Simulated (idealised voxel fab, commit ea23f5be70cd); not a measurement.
The name of this process module is voxel self aligned contacts.
It is cross-section cut that appears here, measuring 255 nm in width, its square cells being 5 nm in size.
Cross-section layout: square cells on a grid; listed as bands, top to bottom; a band spans one or more cell rows.
Basically the band line says how high the top is and how high the bottom is, in nm, and then what's in it from left to right, every material with its width in nm. Empty space shows up as "empty", and if a single material carries "full width" it runs the full band edge to edge.
The level at which height equals 0 is the one under which the wafer, as it arrives, is entirely one material. No lower edge exists for the bottom band, which continues downward and is notated as in "0..down".
It should be noted that a width expressed as "30 to 40" varies in equal increments from row to row of cells within the band, taking the value of the first number at the top row and that of the second number at the bottom row.
Take "no change occurred" at face value: in the step it is given for, the cross-section changed in none of its cells.
This entry, "Enclosed void listing", enumerates those empty regions of no fewer than 8 cells that possess no open connection to the top. Each region is reported in the form width x height at distance, the distance being taken from the left edge, with all three quantities expressed in nm.
Where a step's line continues beyond its settings, the continuation is a remark by the simulator itself on that step.
You can add "overlay nm" to a step's line. For a step with a mask, it describes how far the mask lay to the right of its planned position, and a negative number describes a lay to the left.
# This section lists the process steps that were planned
- 1: RECEIVE, material Si
- 2: OXIDIZE, depth nm 5
- 3: DIRECTIONAL_DEP, material polySi, thk nm 30
- 4: DIRECTIONAL_DEP, material SiN, thk nm 25
- 5: DIRECTIONAL_DEP, material aC, thk nm 10
- 6: PATTERN, tone cover, mask id GATE, material resist, width nm 30, pitch nm 75, thk nm 30, overlay nm 0
- 7: DIRECTIONAL_ETCH, etch materials aC, depth nm 10
- 8: STRIP, etch materials resist
- 9: DIRECTIONAL_ETCH, etch materials SiN, depth nm 25
- 10: DIRECTIONAL_ETCH, etch materials polySi, depth nm 30
- 11: STRIP, etch materials aC
- 12: CONFORMAL_DEP, material SiN, thk nm 10
- 13: DIRECTIONAL_ETCH, etch materials SiN, depth nm 10
- 14: FILL_DEP, material SiO2, thk nm 15
- 15: CMP, height nm 60
- 16: MASKED_ETCH, tone open, mask id CONTACT, width nm 55, etch materials SiO2, depth nm 65, overlay nm 0
- 17: CONFORMAL_DEP, material TiN, thk nm 5
- 18: FILL_DEP, material W, thk nm 5
- 19: CMP, height nm 60
- 20: CONFORMAL_DEP, material SiCN, thk nm 5
# First wafer, two in total, run as planned
# Incoming wafer, cross-sectional view, post step 1
  0..down | Si full width
  Enclosed void listing: none
# Upon completion of step 2, the wafer appears in cross-section as shown
  0..-5 | SiO2 full width
  Anything lower than -5 is untouched.
# Upon completion of step 3, the wafer appears in cross-section as shown
  30..0 | polySi full width
  Anything lower than 0 is untouched.
# Upon completion of step 4, the wafer appears in cross-section as shown
  55..30 | SiN full width
  Anything lower than 30 is untouched.
# Upon completion of step 5, the wafer appears in cross-section as shown
  65..55 | aC full width
  Anything lower than 55 is untouched.
# Upon completion of step 6, the wafer appears in cross-section as shown
  95..65 | empty (75)  resist (30)  empty (45)  resist (30)  empty (75)
  Anything lower than 65 is untouched.
# Upon completion of step 7, the wafer appears in cross-section as shown
  85..65 | empty (75)  resist (30)  empty (45)  resist (30)  empty (75)
  65..55 | empty (75)  aC (30)  empty (45)  aC (30)  empty (75)
  Anything lower than 55 is untouched.
# Upon completion of step 8, the wafer appears in cross-section as shown
  65..55 | empty (75)  aC (30)  empty (45)  aC (30)  empty (75)
  Anything lower than 55 is untouched.
# Upon completion of step 9, the wafer appears in cross-section as shown
  65..55 | empty (75)  aC (30)  empty (45)  aC (30)  empty (75)
  55..30 | empty (75)  SiN (30)  empty (45)  SiN (30)  empty (75)
  Anything lower than 30 is untouched.
# Upon completion of step 10, the wafer appears in cross-section as shown
  65..55 | empty (75)  aC (30)  empty (45)  aC (30)  empty (75)
  55..30 | empty (75)  SiN (30)  empty (45)  SiN (30)  empty (75)
  30..0 | empty (75)  polySi (30)  empty (45)  polySi (30)  empty (75)
  Anything lower than 0 is untouched.
# Upon completion of step 11, the wafer appears in cross-section as shown
  55..30 | empty (75)  SiN (30)  empty (45)  SiN (30)  empty (75)
  Anything lower than 30 is untouched.
# Upon completion of step 12, the wafer appears in cross-section as shown
  65..30 | empty (65)  SiN (50)  empty (25)  SiN (50)  empty (65)
  30..10 | empty (65)  SiN (10)  polySi (30)  SiN (10)  empty (25)  SiN (10)  polySi (30)  SiN (10)  empty (65)
  10..0 | SiN (75)  polySi (30)  SiN (45)  polySi (30)  SiN (75)
  Anything lower than 0 is untouched.
# Upon completion of step 13, the wafer appears in cross-section as shown
  55..30 | empty (65)  SiN (50)  empty (25)  SiN (50)  empty (65)
  30..0 | empty (65)  SiN (10)  polySi (30)  SiN (10)  empty (25)  SiN (10)  polySi (30)  SiN (10)  empty (65)
  Anything lower than 0 is untouched.
# Upon completion of step 14, the wafer appears in cross-section as shown
  70..55 | SiO2 full width
  55..30 | SiO2 (65)  SiN (50)  SiO2 (25)  SiN (50)  SiO2 (65)
  30..0 | SiO2 (65)  SiN (10)  polySi (30)  SiN (10)  SiO2 (25)  SiN (10)  polySi (30)  SiN (10)  SiO2 (65)
  Anything lower than 0 is untouched.
# Upon completion of step 15, the wafer appears in cross-section as shown
  60..55 | SiO2 full width
  Anything lower than 55 is untouched.
# Upon completion of step 16, the wafer appears in cross-section as shown
  60..55 | SiO2 (100)  empty (55)  SiO2 (100)
  55..30 | SiO2 (65)  SiN (50)  empty (25)  SiN (50)  SiO2 (65)
  30..0 | SiO2 (65)  SiN (10)  polySi (30)  SiN (10)  empty (25)  SiN (10)  polySi (30)  SiN (10)  SiO2 (65)
  0..-5 | SiO2 (115)  empty (25)  SiO2 (115)
  Anything lower than -5 is untouched.
# Upon completion of step 17, the wafer appears in cross-section as shown
  65..60 | TiN (105)  empty (45)  TiN (105)
  60..55 | SiO2 (100)  TiN (20)  empty (15)  TiN (20)  SiO2 (100)
  55..30 | SiO2 (65)  SiN (50)  TiN (5)  empty (15)  TiN (5)  SiN (50)  SiO2 (65)
  30..0 | SiO2 (65)  SiN (10)  polySi (30)  SiN (10)  TiN (5)  empty (15)  TiN (5)  SiN (10)  polySi (30)  SiN (10)  SiO2 (65)
  0..-5 | SiO2 (115)  TiN (25)  SiO2 (115)
  Anything lower than -5 is untouched.
# Upon completion of step 18, the wafer appears in cross-section as shown
  70..65 | W full width
  65..60 | TiN (105)  W (45)  TiN (105)
  60..55 | SiO2 (100)  TiN (20)  W (15)  TiN (20)  SiO2 (100)
  55..30 | SiO2 (65)  SiN (50)  TiN (5)  W (15)  TiN (5)  SiN (50)  SiO2 (65)
  30..0 | SiO2 (65)  SiN (10)  polySi (30)  SiN (10)  TiN (5)  W (15)  TiN (5)  SiN (10)  polySi (30)  SiN (10)  SiO2 (65)
  Anything lower than 0 is untouched.
# Upon completion of step 19, the wafer appears in cross-section as shown
  60..55 | SiO2 (100)  TiN (20)  W (15)  TiN (20)  SiO2 (100)
  Anything lower than 55 is untouched.
# Upon completion of step 20, the wafer appears in cross-section as shown
  65..60 | SiCN full width
  Anything lower than 60 is untouched.
# second wafer: like start, like plan, one mistake. Through step 15 it matches the first wafer
# Second wafer at the planned finish of step 16, seen in cross-section
  60..55 | SiO2 (110)  empty (55)  SiO2 (90)
  55..30 | SiO2 (65)  SiN (50)  empty (25)  SiN (50)  SiO2 (65)
  30..0 | SiO2 (65)  SiN (10)  polySi (30)  SiN (10)  empty (25)  SiN (10)  polySi (30)  SiN (10)  SiO2 (65)
  0..-5 | SiO2 (115)  empty (25)  SiO2 (115)
  Anything lower than -5 is untouched.
# Second wafer at the planned finish of step 17, seen in cross-section
  65..60 | TiN (115)  empty (45)  TiN (95)
  60..55 | SiO2 (110)  TiN (10)  empty (15)  TiN (30)  SiO2 (90)
  55..30 | SiO2 (65)  SiN (50)  TiN (5)  empty (15)  TiN (5)  SiN (50)  SiO2 (65)
  30..0 | SiO2 (65)  SiN (10)  polySi (30)  SiN (10)  TiN (5)  empty (15)  TiN (5)  SiN (10)  polySi (30)  SiN (10)  SiO2 (65)
  0..-5 | SiO2 (115)  TiN (25)  SiO2 (115)
  Anything lower than -5 is untouched.
# Second wafer at the planned finish of step 18, seen in cross-section
  70..65 | W full width
  65..60 | TiN (115)  W (45)  TiN (95)
  60..55 | SiO2 (110)  TiN (10)  W (15)  TiN (30)  SiO2 (90)
  55..30 | SiO2 (65)  SiN (50)  TiN (5)  W (15)  TiN (5)  SiN (50)  SiO2 (65)
  30..0 | SiO2 (65)  SiN (10)  polySi (30)  SiN (10)  TiN (5)  W (15)  TiN (5)  SiN (10)  polySi (30)  SiN (10)  SiO2 (65)
  Anything lower than 0 is untouched.
# Second wafer at the planned finish of step 19, seen in cross-section
  60..55 | SiO2 (110)  TiN (10)  W (15)  TiN (30)  SiO2 (90)
  Anything lower than 55 is untouched.
# Second wafer at the planned finish of step 20, seen in cross-section
  65..60 | SiCN full width
  Anything lower than 60 is untouched.
Deviation from plan: planned and actual differ for step 16; actual: MASKED_ETCH, tone open, mask id CONTACT, width nm 55, etch materials SiO2, depth nm 65, overlay nm 10
If you tally the cells, the second wafer ends up with the same amount of every material as the first; it's all just sitting in different places.
